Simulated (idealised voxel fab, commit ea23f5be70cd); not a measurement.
process module | voxel released beams
Xsec cut, 290 nm wide, square cell size 5 nm.
Square cells in a grid make up a cross-section in this document, and the grid is given as bands, listed from the top down, each one or more rows of cells. In this notation a band is specified by the heights of its top and bottom, in that order and in nm, after which its materials appear from left to right, each paired with its width in nm. The word "edge to edge" attached to a single material means that material fills the band from edge to edge; the word "empty" stands for empty space. Measure heights from 0. That's the level where, below it, the as-received wafer is all one material. The lowest band is bottomless and extends downward; write it as in "0 down". A two-number width, for instance "30..40", indicates that the width is equal to the first number in the top row of the band and to the second number in the bottom row, and that it changes by a constant amount per row of cells. "no change" -> step changed no cross-section cell. Any empty space of 8 cells or more lacking an open way to the top shows up in "Listed closed voids" as width x height at distance, distance from the left edge, in nm. Text after the settings on a step's line: the simulator's own remark on that step. Each step line may optionally specify "overlay nm", which for a step with a mask gives the rightward distance between the mask's planned place and where it lay, a negative value indicating the leftward direction.
**Below is the list of planned process steps**
| 1 | RECEIVE,material Si |
| 2 | CONFORMAL_DEP,material SiN,thk nm 10 |
| 3 | DIRECTIONAL_DEP,material SiO2,thk nm 10 |
| 4 | PATTERN,tone open,mask id ANCHOR,material resist,width nm 45,thk nm 15,overlay nm 0 |
| 5 | DIRECTIONAL_ETCH,etch materials SiO2,depth nm 10 |
| 6 | STRIP,etch materials resist |
| 7 | CONFORMAL_DEP,material polySi,thk nm 15 |
| 8 | MASKED_ETCH,tone cover,mask id BEAM,width nm 105,etch materials polySi,depth nm 15,overlay nm 0 |
| 9 | STRIP,etch materials SiO2 |
**First of two wafers, with the run carried out as planned**
**Cross-section of the wafer as it came to us, i.e., already through step 1**
* 0 down  Si edge to edge
* Listed closed voids: none
**Step 2 done - wafer cross-section**
* 10 to 0  SiN edge to edge
* Anything lower than 0 is untouched.
**Step 3 done - wafer cross-section**
* 20 to 10  SiO2 edge to edge
* Anything lower than 10 is untouched.
**Step 4 done - wafer cross-section**
* 35 to 20  resist=95 / empty=45 / resist=150
* Anything lower than 20 is untouched.
**Step 5 done - wafer cross-section**
* 35 to 20  resist=95 / empty=45 / resist=150
* 20 to 10  SiO2=95 / empty=45 / SiO2=150
* Anything lower than 10 is untouched.
**Step 6 done - wafer cross-section**
* 20 to 10  SiO2=95 / empty=45 / SiO2=150
* Anything lower than 10 is untouched.
**Step 7 done - wafer cross-section**
* 35 to 25  polySi=110 / empty=15 / polySi=165
* 25 to 20  polySi edge to edge
* 20 to 10  SiO2=95 / polySi=45 / SiO2=150
* Anything lower than 10 is untouched.
**Step 8 done - wafer cross-section**
* 35 to 25  empty=90 / polySi=20 / empty=15 / polySi=70 / empty=95
* 25 to 20  empty=90 / polySi=105 / empty=95
* Anything lower than 20 is untouched.
**Step 9 done - wafer cross-section**
* 35 to 25  empty=90 / polySi=20 / empty=15 / polySi=70 / empty=95
* 25 to 20  empty=90 / polySi=105 / empty=95
* 20 to 10  empty=95 / polySi=45 / empty=150
* Anything lower than 10 is untouched.
**What follows concerns the second wafer, which started out like the first and was meant to follow the very same plan; one mistake crept in when it was run, but everything up to and including step 1 is the same as for the first wafer**
**The second wafer cut through, at the time step 2 was supposed to be finished**
* 10 to 0  SiO2 edge to edge
* Anything lower than 0 is untouched.
**The second wafer cut through, at the time step 3 was supposed to be finished**
* 20 to 10  SiN edge to edge
* Anything lower than 10 is untouched.
**The second wafer cut through, at the time step 4 was supposed to be finished**
* 35 to 20  resist=95 / empty=45 / resist=150
* Anything lower than 20 is untouched.
The second wafer cut through, at the time step 5 was supposed to be finished: no change
**The second wafer cut through, at the time step 6 was supposed to be finished**
* 20 to 10  SiN edge to edge
* Anything lower than 10 is untouched.
**The second wafer cut through, at the time step 7 was supposed to be finished**
* 35 to 20  polySi edge to edge
* Anything lower than 20 is untouched.
**The second wafer cut through, at the time step 8 was supposed to be finished**
* 35 to 20  empty=90 / polySi=105 / empty=95
* Anything lower than 20 is untouched.
The second wafer cut through, at the time step 9 was supposed to be finished: no change
Nonconformance to the process plan: mixed up steps 2 and 3 - ran each in the other's place
It is noted that, at the conclusion of processing, the second wafer exhibits a higher or lower cell count for certain materials relative to the first: SiO2 +116; polySi -12
